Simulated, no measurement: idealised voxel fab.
process module | voxel fin reveal
cross-section cut | 205 nm wide | cells 5 nm
A cross-section is a grid of square cells, given in bands from the top down. A band is one or more rows of cells.
Each band's line starts with the height of the band's top and of its bottom, in nm. Then come its materials from left to right, each with its width in nm. One material with "throughout" fills the band from edge to edge. "air" is empty space.
Height 0 is the level under which the wafer as received is all one material. The lowest band goes on downwards, as in "0 down".
A width such as "30 to 40" changes by the same amount from each row of cells to the next, from the band's top row to its bottom row.
"no change" after a step means that no cell of the cross-section changed.
closed voids: empty space of 8 cells or more with no open way to the top, each as width x height at its distance from the left edge, in nm
after a step's settings: what the simulator itself notes on the step
overlay nm, on a step with a mask: how far to the right of its planned place the mask lay; to the left if negative
plan
1 op RECEIVE | material Si
2 op CONFORMAL_DEP | material SiN | thk nm 5
3 op DIRECTIONAL_DEP | material aC | thk nm 10
4 op PATTERN | tone cover | mask id FINS | material resist | width nm 15 | pitch nm 40 | thk nm 25 | overlay nm 0
5 op DIRECTIONAL_ETCH | etch materials aC | depth nm 10
6 op STRIP | etch materials resist
7 op DIRECTIONAL_ETCH | etch materials SiN | depth nm 5
8 op DIRECTIONAL_ETCH | etch materials Si | depth nm 35
9 op STRIP | etch materials aC
10 op OXIDIZE | depth nm 5
11 op FILL_DEP | material SiO2 | thk nm 5
12 op CMP | height nm 5
13 op SELECTIVE_ETCH | etch materials SiO2 | depth nm 15
14 op STRIP | etch materials SiN
15 op CONFORMAL_DEP | material SiO2 | thk nm 5
as received, after step 1
  0 down: Si throughout
  closed voids: none
first wafer at the end, as planned
  5 to 0: air 35 | SiO2 15 | air 25 | SiO2 15 | air 25 | SiO2 15 | air 25 | SiO2 15 | air 35
  0 to -5: air 35 | SiO2 5 | Si 5 | SiO2 5 | air 25 | SiO2 5 | Si 5 | SiO2 5 | air 25 | SiO2 5 | Si 5 | SiO2 5 | air 25 | SiO2 5 | Si 5 | SiO2 5 | air 35
  -5 to -40: SiO2 40 | Si 5 | SiO2 35 | Si 5 | SiO2 35 | Si 5 | SiO2 35 | Si 5 | SiO2 40
  -40 down: Si throughout
  closed voids: none
second wafer at the end: like start, like plan, one mistake
  5 to 0: SiO2 35 | air 15 | SiO2 25 | air 15 | SiO2 25 | air 15 | SiO2 25 | air 15 | SiO2 35
  0 to -5: Si 30 | SiO2 5 | air 15 | SiO2 5 | Si 15 | SiO2 5 | air 15 | SiO2 5 | Si 15 | SiO2 5 | air 15 | SiO2 5 | Si 15 | SiO2 5 | air 15 | SiO2 5 | Si 30
  -5 to -40: Si 30 | SiO2 25 | Si 15 | SiO2 25 | Si 15 | SiO2 25 | Si 15 | SiO2 25 | Si 30
  -40 down: Si throughout
  closed voids: none
what went wrong: step 4 ran as: op PATTERN | tone open | mask id FINS | material resist | width nm 15 | pitch nm 40 | thk nm 25 | overlay nm 0
at the end the second wafer has, in cells: 136 more of Si | 102 fewer of SiO2
